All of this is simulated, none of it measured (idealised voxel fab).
process module | voxel wiring stack
cross-section cut | 180 nm wide | cells 5 nm
A cross-section is a grid of square cells, given in bands from the top down. A band is one or more rows of cells.
Each band's line starts with the height of the band's top and of its bottom, in nm. Then come its materials from left to right, each with its width in nm. One material with "throughout" fills the band from edge to edge. "air" is empty space.
Height 0 is the level under which the wafer as received is all one material. The lowest band goes on downwards, as in "0 down".
A width such as "30 to 40" changes by the same amount from each row of cells to the next, from the band's top row to its bottom row.
"no change" after a step means that no cell of the cross-section changed.
closed voids: empty space of 8 cells or more with no open way to the top, each as width x height at its distance from the left edge, in nm
after a step's settings: what the simulator itself notes on the step
overlay nm, on a step with a mask: how far to the right of its planned place the mask lay; to the left if negative
Each pair below shows a cross-section before one step and the cross-section after it, down to the lowest band that changed. The line under each pair gives the step between them, with its settings. The pairs can come from different runs of this module on the same starting wafer, so a pair continues from the pair above only where its "before" says so.
before
  0 down: Si throughout
  closed voids: none
after
  10 to 0: SiO2 throughout
  below 0: unchanged
  closed voids: none
the step between: op CONFORMAL_DEP | material SiO2 | thk nm 10
before: the cross-section after the pair above
after
  15 to 10: TiN throughout
  below 10: unchanged
  closed voids: none
the step between: op DIRECTIONAL_DEP | material TiN | thk nm 5
before: the cross-section after the pair above
after
  35 to 15: Ru throughout
  below 15: unchanged
  closed voids: none
the step between: op DIRECTIONAL_DEP | material Ru | thk nm 20
before: the cross-section after the pair above
after
  50 to 35: air 50 | resist 30 | air 15 | resist 30 | air 55
  below 35: unchanged
  closed voids: none
the step between: op PATTERN | tone cover | mask id METAL_1 | material resist | width nm 30 | pitch nm 45 | thk nm 15 | overlay nm 0
before: the cross-section after the pair above
after
  50 to 35: air 50 | resist 30 | air 15 | resist 30 | air 55
  35 to 15: air 50 | Ru 30 | air 15 | Ru 30 | air 55
  below 15: unchanged
  closed voids: none
the step between: op DIRECTIONAL_ETCH | etch materials Ru | depth nm 20
before: the cross-section after the pair above
after
  50 to 35: air 50 | resist 30 | air 15 | resist 30 | air 55
  35 to 15: air 50 | Ru 30 | air 15 | Ru 30 | air 55
  15 to 10: air 50 | TiN 30 | air 15 | TiN 30 | air 55
  below 10: unchanged
  closed voids: none
the step between: op DIRECTIONAL_ETCH | etch materials TiN | depth nm 5
before: the cross-section after the pair above
after
  35 to 15: air 50 | Ru 30 | air 15 | Ru 30 | air 55
  below 15: unchanged
  closed voids: none
the step between: op STRIP | etch materials resist
before: the cross-section after the pair above
after
  40 to 35: lowk throughout
  35 to 15: lowk 50 | Ru 30 | lowk 15 | Ru 30 | lowk 55
  15 to 10: lowk 50 | TiN 30 | lowk 15 | TiN 30 | lowk 55
  below 10: unchanged
  closed voids: none
the step between: op FILL_DEP | material lowk | thk nm 5
before: the cross-section after the pair above
after
  35 to 15: lowk 50 | Ru 30 | lowk 15 | Ru 30 | lowk 55
  below 15: unchanged
  closed voids: none
the step between: op CMP | height nm 35
before: the cross-section after the pair above
after
  40 to 35: SiCN throughout
  below 35: unchanged
  closed voids: none
the step between: op CONFORMAL_DEP | material SiCN | thk nm 5
before: the cross-section after the pair above
after
  55 to 40: lowk throughout
  below 40: unchanged
  closed voids: none
the step between: op DIRECTIONAL_DEP | material lowk | thk nm 15
before: the cross-section after the pair above
after
  55 to 40: lowk 50 | air 15 | lowk 30 | air 15 | lowk 70
  below 40: unchanged
  closed voids: none
the step between: op MASKED_ETCH | tone open | mask id PLUG_1 | width nm 15 | pitch nm 45 | etch materials lowk | depth nm 15 | overlay nm 0
before: the cross-section after the pair above
after
  55 to 40: lowk 50 | air 15 | lowk 30 | air 15 | lowk 70
  40 to 35: SiCN 50 | air 15 | SiCN 30 | air 15 | SiCN 70
  below 35: unchanged
  closed voids: none
the step between: op MASKED_ETCH | tone open | mask id PLUG_1 | width nm 15 | pitch nm 45 | etch materials SiCN | depth nm 5 | overlay nm 0
before: the cross-section after the pair above
after
  60 to 55: TiN 55 | air 5 | TiN 40 | air 5 | TiN 75
  55 to 40: lowk 50 | TiN 5 | air 5 | TiN 5 | lowk 30 | TiN 5 | air 5 | TiN 5 | lowk 70
  40 to 35: SiCN 50 | TiN 15 | SiCN 30 | TiN 15 | SiCN 70
  below 35: unchanged
  closed voids: none
the step between: op CONFORMAL_DEP | material TiN | thk nm 5
before: the cross-section after the pair above
after
  65 to 60: Cu throughout
  60 to 55: TiN 55 | Cu 5 | TiN 40 | Cu 5 | TiN 75
  55 to 40: lowk 50 | TiN 5 | Cu 5 | TiN 5 | lowk 30 | TiN 5 | Cu 5 | TiN 5 | lowk 70
  below 40: unchanged
  closed voids: none
the step between: op FILL_DEP | material Cu | thk nm 5
before: the cross-section after the pair above
after
  55 to 40: lowk 50 | TiN 5 | Cu 5 | TiN 5 | lowk 30 | TiN 5 | Cu 5 | TiN 5 | lowk 70
  below 40: unchanged
  closed voids: none
the step between: op CMP | height nm 55
before: the cross-section after the pair above
after
  60 to 55: TiN throughout
  below 55: unchanged
  closed voids: none
the step between: op DIRECTIONAL_DEP | material TiN | thk nm 5
before: the cross-section after the pair above
after
  85 to 60: W throughout
  below 60: unchanged
  closed voids: none
the step between: op DIRECTIONAL_DEP | material W | thk nm 25
before: the cross-section after the pair above
after
  100 to 85: aC throughout
  below 85: unchanged
  closed voids: none
the step between: op DIRECTIONAL_DEP | material aC | thk nm 15
before: the cross-section after the pair above
after
  135 to 100: air 50 | resist 30 | air 15 | resist 30 | air 55
  below 100: unchanged
  closed voids: none
the step between: op PATTERN | tone cover | mask id METAL_2 | material resist | width nm 30 | pitch nm 45 | thk nm 35 | overlay nm 0
before: the cross-section after the pair above
after
  120 to 100: air 50 | resist 30 | air 15 | resist 30 | air 55
  100 to 85: air 50 | aC 30 | air 15 | aC 30 | air 55
  below 85: unchanged
  closed voids: none
the step between: op DIRECTIONAL_ETCH | etch materials aC | depth nm 15
before: the cross-section after the pair above
after
  100 to 85: air 50 | aC 30 | air 15 | aC 30 | air 55
  below 85: unchanged
  closed voids: none
the step between: op STRIP | etch materials resist
before: the cross-section after the pair above
after
  100 to 85: air 50 | aC 30 | air 15 | aC 30 | air 55
  85 to 60: air 50 | W 30 | air 15 | W 30 | air 55
  below 60: unchanged
  closed voids: none
the step between: op DIRECTIONAL_ETCH | etch materials W | depth nm 25
before: the cross-section after the pair above
after
  100 to 85: air 50 | aC 30 | air 15 | aC 30 | air 55
  85 to 60: air 50 | W 30 | air 15 | W 30 | air 55
  60 to 55: air 50 | TiN 30 | air 15 | TiN 30 | air 55
  below 55: unchanged
  closed voids: none
the step between: op DIRECTIONAL_ETCH | etch materials TiN | depth nm 5
before: the cross-section after the pair above
after
  85 to 60: air 50 | W 30 | air 15 | W 30 | air 55
  below 60: unchanged
  closed voids: none
the step between: op STRIP | etch materials aC
before: the cross-section after the pair above
after
  90 to 85: air 45 | SiN 40 | air 5 | SiN 40 | air 50
  85 to 60: air 45 | SiN 5 | W 30 | SiN 5 | air 5 | SiN 5 | W 30 | SiN 5 | air 50
  60 to 55: SiN 50 | TiN 30 | SiN 15 | TiN 30 | SiN 55
  below 55: unchanged
  closed voids: none
the step between: op CONFORMAL_DEP | material SiN | thk nm 5
before: the cross-section after the pair above
after
  100 to 90: lowk throughout
  90 to 85: lowk 45 | SiN 40 | lowk 5 | SiN 40 | lowk 50
  85 to 60: lowk 45 | SiN 5 | W 30 | SiN 5 | lowk 5 | SiN 5 | W 30 | SiN 5 | lowk 50
  below 60: unchanged
  closed voids: none
the step between: op FILL_DEP | material lowk | thk nm 10
before: the cross-section after the pair above
after
  85 to 60: lowk 45 | SiN 5 | W 30 | SiN 5 | lowk 5 | SiN 5 | W 30 | SiN 5 | lowk 50
  below 60: unchanged
  closed voids: none
the step between: op CMP | height nm 85
before: the cross-section after the pair above
after
  90 to 85: SiCN throughout
  below 85: unchanged
  closed voids: none
the step between: op CONFORMAL_DEP | material SiCN | thk nm 5
before: the cross-section after the pair above
after
  100 to 90: lowk throughout
  below 90: unchanged
  closed voids: none
the step between: op DIRECTIONAL_DEP | material lowk | thk nm 10
before: the cross-section after the pair above
after
  100 to 90: lowk 50 | air 15 | lowk 115
  below 90: unchanged
  closed voids: none
the step between: op MASKED_ETCH | tone open | mask id PLUG_2 | width nm 15 | etch materials lowk | depth nm 10 | overlay nm 0
before: the cross-section after the pair above
after
  100 to 90: lowk 50 | air 15 | lowk 115
  90 to 85: SiCN 50 | air 15 | SiCN 115
  below 85: unchanged
  closed voids: none
the step between: op MASKED_ETCH | tone open | mask id PLUG_2 | width nm 15 | etch materials SiCN | depth nm 5 | overlay nm 0
before: the cross-section after the pair above
after
  100 to 95: lowk 50 | air 15 | lowk 115
  95 to 90: lowk 50 | Ru 15 | lowk 115
  90 to 85: SiCN 50 | Ru 15 | SiCN 115
  below 85: unchanged
  closed voids: none
the step between: op EPI | material Ru | thk nm 10
before: the cross-section after the pair above
after
  100 to 90: lowk 50 | Ru 15 | lowk 115
  below 90: unchanged
  closed voids: none
the step between: op EPI | material Ru | thk nm 5
before: the cross-section after the pair above
after
  105 to 100: TiN throughout
  below 100: unchanged
  closed voids: none
the step between: op DIRECTIONAL_DEP | material TiN | thk nm 5
before: the cross-section after the pair above
after
  130 to 105: W throughout
  below 105: unchanged
  closed voids: none
the step between: op DIRECTIONAL_DEP | material W | thk nm 25
before: the cross-section after the pair above
after
  130 to 105: air 50 | W 30 | air 15 | W 30 | air 55
  below 105: unchanged
  closed voids: none
the step between: op MASKED_ETCH | tone cover | mask id METAL_3 | width nm 30 | pitch nm 45 | etch materials W | depth nm 25 | overlay nm 0
before: the cross-section after the pair above
after
  130 to 105: air 50 | W 30 | air 15 | W 30 | air 55
  105 to 100: air 50 | TiN 30 | air 15 | TiN 30 | air 55
  below 100: unchanged
  closed voids: none
the step between: op MASKED_ETCH | tone cover | mask id METAL_3 | width nm 30 | pitch nm 45 | etch materials TiN | depth nm 5 | overlay nm 0
before: the cross-section after the pair above
after
  135 to 130: lowk throughout
  130 to 105: lowk 50 | W 30 | lowk 15 | W 30 | lowk 55
  105 to 100: lowk 50 | TiN 30 | lowk 15 | TiN 30 | lowk 55
  below 100: unchanged
  closed voids: none
the step between: op FILL_DEP | material lowk | thk nm 5
before: the cross-section after the pair above
after
  130 to 105: lowk 50 | W 30 | lowk 15 | W 30 | lowk 55
  below 105: unchanged
  closed voids: none
the step between: op CMP | height nm 130
before: the cross-section after the pair above
after
  135 to 130: SiN throughout
  below 130: unchanged
  closed voids: none
the step between: op CONFORMAL_DEP | material SiN | thk nm 5
before
  90 to 85: SiCN throughout
  85 to 60: lowk 45 | SiN 5 | W 30 | SiN 5 | lowk 5 | SiN 5 | W 30 | SiN 5 | lowk 50
  60 to 55: SiN 50 | TiN 30 | SiN 15 | TiN 30 | SiN 55
  55 to 40: lowk 50 | TiN 5 | Cu 5 | TiN 5 | lowk 30 | TiN 5 | Cu 5 | TiN 5 | lowk 70
  40 to 35: SiCN 50 | TiN 15 | SiCN 30 | TiN 15 | SiCN 70
  35 to 15: lowk 50 | Ru 30 | lowk 15 | Ru 30 | lowk 55
  15 to 10: lowk 50 | TiN 30 | lowk 15 | TiN 30 | lowk 55
  10 to 0: SiO2 throughout
  0 down: Si throughout
  closed voids: none
after
  90 to 85: SiCN 50 | air 15 | SiCN 115
  below 85: unchanged
  closed voids: none
the step between: op MASKED_ETCH | tone open | mask id PLUG_2 | width nm 15 | etch materials SiCN | depth nm 5 | overlay nm 0
before: the cross-section after the pair above
after
  95 to 90: air 45 | Ru 25 | air 110
  90 to 85: SiCN 50 | Ru 15 | SiCN 115
  below 85: unchanged
  closed voids: none
the step between: op EPI | material Ru | thk nm 10
before: the cross-section after the pair above
after
  100 to 90: air 40 | Ru 35 | air 105
  below 90: unchanged
  closed voids: none
the step between: op EPI | material Ru | thk nm 5
before: the cross-section after the pair above
after
  105 to 100: air 40 | TiN 35 | air 105
  100 to 95: air 40 | Ru 35 | air 105
  95 to 90: TiN 40 | Ru 35 | TiN 105
  below 90: unchanged
  closed voids: none
the step between: op DIRECTIONAL_DEP | material TiN | thk nm 5
before: the cross-section after the pair above
after
  130 to 120: air 40 | W 35 | air 105
  120 to 105: W throughout
  105 to 100: W 40 | TiN 35 | W 105
  100 to 95: W 40 | Ru 35 | W 105
  below 95: unchanged
  closed voids: none
the step between: op DIRECTIONAL_DEP | material W | thk nm 25
before: the cross-section after the pair above
after
  130 to 120: air 50 | W 25 | air 105
  120 to 105: air 50 | W 30 | air 15 | W 30 | air 55
  105 to 100: air 40 | TiN 35 | W 5 | air 15 | W 30 | air 55
  100 to 95: air 40 | Ru 35 | W 5 | air 15 | W 30 | air 55
  below 95: unchanged
  closed voids: none
the step between: op MASKED_ETCH | tone cover | mask id METAL_3 | width nm 30 | pitch nm 45 | etch materials W | depth nm 25 | overlay nm 0
before: the cross-section after the pair above
after
  130 to 120: air 50 | W 25 | air 105
  120 to 105: air 50 | W 30 | air 15 | W 30 | air 55
  105 to 100: air 50 | TiN 25 | W 5 | air 15 | W 30 | air 55
  100 to 95: air 40 | Ru 35 | W 5 | air 15 | W 30 | air 55
  95 to 90: air 40 | Ru 35 | TiN 5 | air 15 | TiN 30 | air 55
  below 90: unchanged
  closed voids: none
the step between: op MASKED_ETCH | tone cover | mask id METAL_3 | width nm 30 | pitch nm 45 | etch materials TiN | depth nm 5 | overlay nm 0
before: the cross-section after the pair above
after
  135 to 130: lowk throughout
  130 to 120: lowk 50 | W 25 | lowk 105
  120 to 105: lowk 50 | W 30 | lowk 15 | W 30 | lowk 55
  105 to 100: lowk 50 | TiN 25 | W 5 | lowk 15 | W 30 | lowk 55
  100 to 95: lowk 40 | Ru 35 | W 5 | lowk 15 | W 30 | lowk 55
  95 to 90: lowk 40 | Ru 35 | TiN 5 | lowk 15 | TiN 30 | lowk 55
  below 90: unchanged
  closed voids: none
the step between: op FILL_DEP | material lowk | thk nm 5
before: the cross-section after the pair above
after
  130 to 120: lowk 50 | W 25 | lowk 105
  below 120: unchanged
  closed voids: none
the step between: op CMP | height nm 130
before: the cross-section after the pair above
after
  135 to 130: SiN throughout
  below 130: unchanged
  closed voids: none
the step between: op CONFORMAL_DEP | material SiN | thk nm 5
before
  100 to 95: lowk 50 | air 15 | lowk 115
  95 to 90: lowk 50 | Ru 15 | lowk 115
  90 to 85: SiCN 50 | Ru 15 | SiCN 115
  85 to 60: lowk 45 | SiN 5 | W 30 | SiN 5 | lowk 5 | SiN 5 | W 30 | SiN 5 | lowk 50
  60 to 55: SiN 50 | TiN 30 | SiN 15 | TiN 30 | SiN 55
  55 to 40: lowk 50 | TiN 5 | Cu 5 | TiN 5 | lowk 30 | TiN 5 | Cu 5 | TiN 5 | lowk 70
  40 to 35: SiCN 50 | TiN 15 | SiCN 30 | TiN 15 | SiCN 70
  35 to 15: lowk 50 | Ru 30 | lowk 15 | Ru 30 | lowk 55
  15 to 10: lowk 50 | TiN 30 | lowk 15 | TiN 30 | lowk 55
  10 to 0: SiO2 throughout
  0 down: Si throughout
  closed voids: none
after
  105 to 100: air 45 | Ru 25 | air 110
  100 to 90: lowk 50 | Ru 15 | lowk 115
  below 90: unchanged
  closed voids: none
the step between: op EPI | material Ru | thk nm 10
before: the cross-section after the pair above
after
  110 to 100: air 40 | Ru 35 | air 105
  below 100: unchanged
  closed voids: none
the step between: op EPI | material Ru | thk nm 5
before: the cross-section after the pair above
after
  115 to 110: air 40 | TiN 35 | air 105
  110 to 105: air 40 | Ru 35 | air 105
  105 to 100: TiN 40 | Ru 35 | TiN 105
  below 100: unchanged
  closed voids: none
the step between: op DIRECTIONAL_DEP | material TiN | thk nm 5
before: the cross-section after the pair above
after
  140 to 130: air 40 | W 35 | air 105
  130 to 115: W throughout
  115 to 110: W 40 | TiN 35 | W 105
  110 to 105: W 40 | Ru 35 | W 105
  below 105: unchanged
  closed voids: none
the step between: op DIRECTIONAL_DEP | material W | thk nm 25
before: the cross-section after the pair above
after
  140 to 130: air 50 | W 25 | air 105
  130 to 115: air 50 | W 30 | air 15 | W 30 | air 55
  115 to 110: air 40 | TiN 35 | W 5 | air 15 | W 30 | air 55
  110 to 105: air 40 | Ru 35 | W 5 | air 15 | W 30 | air 55
  below 105: unchanged
  closed voids: none
the step between: op MASKED_ETCH | tone cover | mask id METAL_3 | width nm 30 | pitch nm 45 | etch materials W | depth nm 25 | overlay nm 0
before: the cross-section after the pair above
after
  140 to 130: air 50 | W 25 | air 105
  130 to 115: air 50 | W 30 | air 15 | W 30 | air 55
  115 to 110: air 50 | TiN 25 | W 5 | air 15 | W 30 | air 55
  110 to 105: air 40 | Ru 35 | W 5 | air 15 | W 30 | air 55
  105 to 100: air 40 | Ru 35 | TiN 5 | air 15 | TiN 30 | air 55
  below 100: unchanged
  closed voids: none
the step between: op MASKED_ETCH | tone cover | mask id METAL_3 | width nm 30 | pitch nm 45 | etch materials TiN | depth nm 5 | overlay nm 0
before: the cross-section after the pair above
after
  145 to 140: lowk throughout
  140 to 130: lowk 50 | W 25 | lowk 105
  130 to 115: lowk 50 | W 30 | lowk 15 | W 30 | lowk 55
  115 to 110: lowk 50 | TiN 25 | W 5 | lowk 15 | W 30 | lowk 55
  110 to 105: lowk 40 | Ru 35 | W 5 | lowk 15 | W 30 | lowk 55
  105 to 100: lowk 40 | Ru 35 | TiN 5 | lowk 15 | TiN 30 | lowk 55
  below 100: unchanged
  closed voids: none
the step between: op FILL_DEP | material lowk | thk nm 5
before: the cross-section after the pair above
after
  130 to 115: lowk 50 | W 30 | lowk 15 | W 30 | lowk 55
  below 115: unchanged
  closed voids: none
the step between: op CMP | height nm 130
before: the cross-section after the pair above
after
  135 to 130: SiN throughout
  below 130: unchanged
  closed voids: none
the step between: op CONFORMAL_DEP | material SiN | thk nm 5
before
  55 to 40: lowk 50 | TiN 5 | Cu 5 | TiN 5 | lowk 30 | TiN 5 | Cu 5 | TiN 5 | lowk 70
  40 to 35: SiCN 50 | TiN 15 | SiCN 30 | TiN 15 | SiCN 70
  35 to 15: lowk 50 | Ru 30 | lowk 15 | Ru 30 | lowk 55
  15 to 10: lowk 50 | TiN 30 | lowk 15 | TiN 30 | lowk 55
  10 to 0: SiO2 throughout
  0 down: Si throughout
  closed voids: none
after
  80 to 55: W throughout
  below 55: unchanged
  closed voids: none
the step between: op DIRECTIONAL_DEP | material W | thk nm 25
before: the cross-section after the pair above
after
  85 to 80: TiN throughout
  below 80: unchanged
  closed voids: none
the step between: op DIRECTIONAL_DEP | material TiN | thk nm 5
before: the cross-section after the pair above
after
  100 to 85: aC throughout
  below 85: unchanged
  closed voids: none
the step between: op DIRECTIONAL_DEP | material aC | thk nm 15
before: the cross-section after the pair above
after
  135 to 100: air 50 | resist 30 | air 15 | resist 30 | air 55
  below 100: unchanged
  closed voids: none
the step between: op PATTERN | tone cover | mask id METAL_2 | material resist | width nm 30 | pitch nm 45 | thk nm 35 | overlay nm 0
before: the cross-section after the pair above
after
  120 to 100: air 50 | resist 30 | air 15 | resist 30 | air 55
  100 to 85: air 50 | aC 30 | air 15 | aC 30 | air 55
  below 85: unchanged
  closed voids: none
the step between: op DIRECTIONAL_ETCH | etch materials aC | depth nm 15
before: the cross-section after the pair above
after
  100 to 85: air 50 | aC 30 | air 15 | aC 30 | air 55
  below 85: unchanged
  closed voids: none
the step between: op STRIP | etch materials resist
before: the cross-section after the pair above
after
  100 to 85: air 50 | aC 30 | air 15 | aC 30 | air 55
  85 to 80: air 50 | TiN 30 | air 15 | TiN 30 | air 55
  below 80: unchanged
  closed voids: none
the step between: op DIRECTIONAL_ETCH | etch materials TiN | depth nm 5
before: the cross-section after the pair above
after
  85 to 80: air 50 | TiN 30 | air 15 | TiN 30 | air 55
  below 80: unchanged
  closed voids: none
the step between: op STRIP | etch materials aC
before: the cross-section after the pair above
after
  90 to 85: air 45 | SiN 40 | air 5 | SiN 40 | air 50
  85 to 80: SiN 50 | TiN 30 | SiN 15 | TiN 30 | SiN 55
  below 80: unchanged
  closed voids: none
the step between: op CONFORMAL_DEP | material SiN | thk nm 5
before: the cross-section after the pair above
after
  100 to 90: lowk throughout
  90 to 85: lowk 45 | SiN 40 | lowk 5 | SiN 40 | lowk 50
  below 85: unchanged
  closed voids: none
the step between: op FILL_DEP | material lowk | thk nm 10
before: the cross-section after the pair above
after
  85 to 80: SiN 50 | TiN 30 | SiN 15 | TiN 30 | SiN 55
  below 80: unchanged
  closed voids: none
the step between: op CMP | height nm 85
before: the cross-section after the pair above
after
  90 to 85: SiCN throughout
  below 85: unchanged
  closed voids: none
the step between: op CONFORMAL_DEP | material SiCN | thk nm 5
before: the cross-section after the pair above
after
  100 to 90: lowk throughout
  below 90: unchanged
  closed voids: none
the step between: op DIRECTIONAL_DEP | material lowk | thk nm 10
before: the cross-section after the pair above
after
  100 to 90: lowk 50 | air 15 | lowk 115
  below 90: unchanged
  closed voids: none
the step between: op MASKED_ETCH | tone open | mask id PLUG_2 | width nm 15 | etch materials lowk | depth nm 10 | overlay nm 0
before: the cross-section after the pair above
after
  100 to 90: lowk 50 | air 15 | lowk 115
  90 to 85: SiCN 50 | air 15 | SiCN 115
  below 85: unchanged
  closed voids: none
the step between: op MASKED_ETCH | tone open | mask id PLUG_2 | width nm 15 | etch materials SiCN | depth nm 5 | overlay nm 0
before: the cross-section after the pair above
after
  100 to 95: lowk 50 | air 15 | lowk 115
  95 to 90: lowk 50 | Ru 15 | lowk 115
  90 to 85: SiCN 50 | Ru 15 | SiCN 115
  below 85: unchanged
  closed voids: none
the step between: op EPI | material Ru | thk nm 10
before: the cross-section after the pair above
after
  100 to 90: lowk 50 | Ru 15 | lowk 115
  below 90: unchanged
  closed voids: none
the step between: op EPI | material Ru | thk nm 5
before: the cross-section after the pair above
after
  105 to 100: TiN throughout
  below 100: unchanged
  closed voids: none
the step between: op DIRECTIONAL_DEP | material TiN | thk nm 5
before: the cross-section after the pair above
after
  130 to 105: W throughout
  below 105: unchanged
  closed voids: none
the step between: op DIRECTIONAL_DEP | material W | thk nm 25
before: the cross-section after the pair above
after
  130 to 105: air 50 | W 30 | air 15 | W 30 | air 55
  below 105: unchanged
  closed voids: none
the step between: op MASKED_ETCH | tone cover | mask id METAL_3 | width nm 30 | pitch nm 45 | etch materials W | depth nm 25 | overlay nm 0
before: the cross-section after the pair above
after
  130 to 105: air 50 | W 30 | air 15 | W 30 | air 55
  105 to 100: air 50 | TiN 30 | air 15 | TiN 30 | air 55
  below 100: unchanged
  closed voids: none
the step between: op MASKED_ETCH | tone cover | mask id METAL_3 | width nm 30 | pitch nm 45 | etch materials TiN | depth nm 5 | overlay nm 0
before: the cross-section after the pair above
after
  135 to 130: lowk throughout
  130 to 105: lowk 50 | W 30 | lowk 15 | W 30 | lowk 55
  105 to 100: lowk 50 | TiN 30 | lowk 15 | TiN 30 | lowk 55
  below 100: unchanged
  closed voids: none
the step between: op FILL_DEP | material lowk | thk nm 5
before: the cross-section after the pair above
after
  130 to 105: lowk 50 | W 30 | lowk 15 | W 30 | lowk 55
  below 105: unchanged
  closed voids: none
the step between: op CMP | height nm 130
before: the cross-section after the pair above
after
  135 to 130: SiN throughout
  below 130: unchanged
  closed voids: none
the step between: op CONFORMAL_DEP | material SiN | thk nm 5
before
  0 down: Si throughout
  closed voids: none
after
  15 to 0: SiO2 throughout
  below 0: unchanged
  closed voids: none
the step between: op CONFORMAL_DEP | material SiO2 | thk nm 15
before: the cross-section after the pair above
after
  20 to 15: TiN throughout
  below 15: unchanged
  closed voids: none
the step between: op DIRECTIONAL_DEP | material TiN | thk nm 5
before: the cross-section after the pair above
after
  40 to 20: Ru throughout
  below 20: unchanged
  closed voids: none
the step between: op DIRECTIONAL_DEP | material Ru | thk nm 20
before: the cross-section after the pair above
after
  55 to 40: air 50 | resist 30 | air 15 | resist 30 | air 55
  below 40: unchanged
  closed voids: none
the step between: op PATTERN | tone cover | mask id METAL_1 | material resist | width nm 30 | pitch nm 45 | thk nm 15 | overlay nm 0
before: the cross-section after the pair above
after
  55 to 40: air 50 | resist 30 | air 15 | resist 30 | air 55
  40 to 20: air 50 | Ru 30 | air 15 | Ru 30 | air 55
  below 20: unchanged
  closed voids: none
the step between: op DIRECTIONAL_ETCH | etch materials Ru | depth nm 20
before: the cross-section after the pair above
after
  55 to 40: air 50 | resist 30 | air 15 | resist 30 | air 55
  40 to 20: air 50 | Ru 30 | air 15 | Ru 30 | air 55
  20 to 15: air 50 | TiN 30 | air 15 | TiN 30 | air 55
  below 15: unchanged
  closed voids: none
the step between: op DIRECTIONAL_ETCH | etch materials TiN | depth nm 5
before: the cross-section after the pair above
after
  40 to 20: air 50 | Ru 30 | air 15 | Ru 30 | air 55
  below 20: unchanged
  closed voids: none
the step between: op STRIP | etch materials resist
before: the cross-section after the pair above
after
  45 to 40: lowk throughout
  40 to 20: lowk 50 | Ru 30 | lowk 15 | Ru 30 | lowk 55
  20 to 15: lowk 50 | TiN 30 | lowk 15 | TiN 30 | lowk 55
  below 15: unchanged
  closed voids: none
the step between: op FILL_DEP | material lowk | thk nm 5
before: the cross-section after the pair above
after
  35 to 20: lowk 50 | Ru 30 | lowk 15 | Ru 30 | lowk 55
  below 20: unchanged
  closed voids: none
the step between: op CMP | height nm 35
before: the cross-section after the pair above
after
  40 to 35: SiCN throughout
  below 35: unchanged
  closed voids: none
the step between: op CONFORMAL_DEP | material SiCN | thk nm 5
before: the cross-section after the pair above
after
  55 to 40: lowk throughout
  below 40: unchanged
  closed voids: none
the step between: op DIRECTIONAL_DEP | material lowk | thk nm 15
before: the cross-section after the pair above
after
  55 to 40: lowk 50 | air 15 | lowk 30 | air 15 | lowk 70
  below 40: unchanged
  closed voids: none
the step between: op MASKED_ETCH | tone open | mask id PLUG_1 | width nm 15 | pitch nm 45 | etch materials lowk | depth nm 15 | overlay nm 0
before: the cross-section after the pair above
after
  55 to 40: lowk 50 | air 15 | lowk 30 | air 15 | lowk 70
  40 to 35: SiCN 50 | air 15 | SiCN 30 | air 15 | SiCN 70
  below 35: unchanged
  closed voids: none
the step between: op MASKED_ETCH | tone open | mask id PLUG_1 | width nm 15 | pitch nm 45 | etch materials SiCN | depth nm 5 | overlay nm 0
before: the cross-section after the pair above
after
  60 to 55: TiN 55 | air 5 | TiN 40 | air 5 | TiN 75
  55 to 40: lowk 50 | TiN 5 | air 5 | TiN 5 | lowk 30 | TiN 5 | air 5 | TiN 5 | lowk 70
  40 to 35: SiCN 50 | TiN 15 | SiCN 30 | TiN 15 | SiCN 70
  below 35: unchanged
  closed voids: none
the step between: op CONFORMAL_DEP | material TiN | thk nm 5
before: the cross-section after the pair above
after
  65 to 60: Cu throughout
  60 to 55: TiN 55 | Cu 5 | TiN 40 | Cu 5 | TiN 75
  55 to 40: lowk 50 | TiN 5 | Cu 5 | TiN 5 | lowk 30 | TiN 5 | Cu 5 | TiN 5 | lowk 70
  below 40: unchanged
  closed voids: none
the step between: op FILL_DEP | material Cu | thk nm 5
before: the cross-section after the pair above
after
  55 to 40: lowk 50 | TiN 5 | Cu 5 | TiN 5 | lowk 30 | TiN 5 | Cu 5 | TiN 5 | lowk 70
  below 40: unchanged
  closed voids: none
the step between: op CMP | height nm 55
before: the cross-section after the pair above
after
  60 to 55: TiN throughout
  below 55: unchanged
  closed voids: none
the step between: op DIRECTIONAL_DEP | material TiN | thk nm 5
before: the cross-section after the pair above
after
  85 to 60: W throughout
  below 60: unchanged
  closed voids: none
the step between: op DIRECTIONAL_DEP | material W | thk nm 25
before: the cross-section after the pair above
after
  100 to 85: aC throughout
  below 85: unchanged
  closed voids: none
the step between: op DIRECTIONAL_DEP | material aC | thk nm 15
before: the cross-section after the pair above
after
  135 to 100: air 50 | resist 30 | air 15 | resist 30 | air 55
  below 100: unchanged
  closed voids: none
the step between: op PATTERN | tone cover | mask id METAL_2 | material resist | width nm 30 | pitch nm 45 | thk nm 35 | overlay nm 0
before: the cross-section after the pair above
after
  120 to 100: air 50 | resist 30 | air 15 | resist 30 | air 55
  100 to 85: air 50 | aC 30 | air 15 | aC 30 | air 55
  below 85: unchanged
  closed voids: none
the step between: op DIRECTIONAL_ETCH | etch materials aC | depth nm 15
before: the cross-section after the pair above
after
  100 to 85: air 50 | aC 30 | air 15 | aC 30 | air 55
  below 85: unchanged
  closed voids: none
the step between: op STRIP | etch materials resist
before: the cross-section after the pair above
after
  100 to 85: air 50 | aC 30 | air 15 | aC 30 | air 55
  85 to 60: air 50 | W 30 | air 15 | W 30 | air 55
  below 60: unchanged
  closed voids: none
the step between: op DIRECTIONAL_ETCH | etch materials W | depth nm 25
before: the cross-section after the pair above
after
  100 to 85: air 50 | aC 30 | air 15 | aC 30 | air 55
  85 to 60: air 50 | W 30 | air 15 | W 30 | air 55
  60 to 55: air 50 | TiN 30 | air 15 | TiN 30 | air 55
  below 55: unchanged
  closed voids: none
the step between: op DIRECTIONAL_ETCH | etch materials TiN | depth nm 5
before: the cross-section after the pair above
after
  85 to 60: air 50 | W 30 | air 15 | W 30 | air 55
  below 60: unchanged
  closed voids: none
the step between: op STRIP | etch materials aC
before: the cross-section after the pair above
after
  90 to 85: air 45 | SiN 40 | air 5 | SiN 40 | air 50
  85 to 60: air 45 | SiN 5 | W 30 | SiN 5 | air 5 | SiN 5 | W 30 | SiN 5 | air 50
  60 to 55: SiN 50 | TiN 30 | SiN 15 | TiN 30 | SiN 55
  below 55: unchanged
  closed voids: none
the step between: op CONFORMAL_DEP | material SiN | thk nm 5
before: the cross-section after the pair above
after
  100 to 90: lowk throughout
  90 to 85: lowk 45 | SiN 40 | lowk 5 | SiN 40 | lowk 50
  85 to 60: lowk 45 | SiN 5 | W 30 | SiN 5 | lowk 5 | SiN 5 | W 30 | SiN 5 | lowk 50
  below 60: unchanged
  closed voids: none
the step between: op FILL_DEP | material lowk | thk nm 10
before: the cross-section after the pair above
after
  85 to 60: lowk 45 | SiN 5 | W 30 | SiN 5 | lowk 5 | SiN 5 | W 30 | SiN 5 | lowk 50
  below 60: unchanged
  closed voids: none
the step between: op CMP | height nm 85
before: the cross-section after the pair above
after
  90 to 85: SiCN throughout
  below 85: unchanged
  closed voids: none
the step between: op CONFORMAL_DEP | material SiCN | thk nm 5
before: the cross-section after the pair above
after
  100 to 90: lowk throughout
  below 90: unchanged
  closed voids: none
the step between: op DIRECTIONAL_DEP | material lowk | thk nm 10
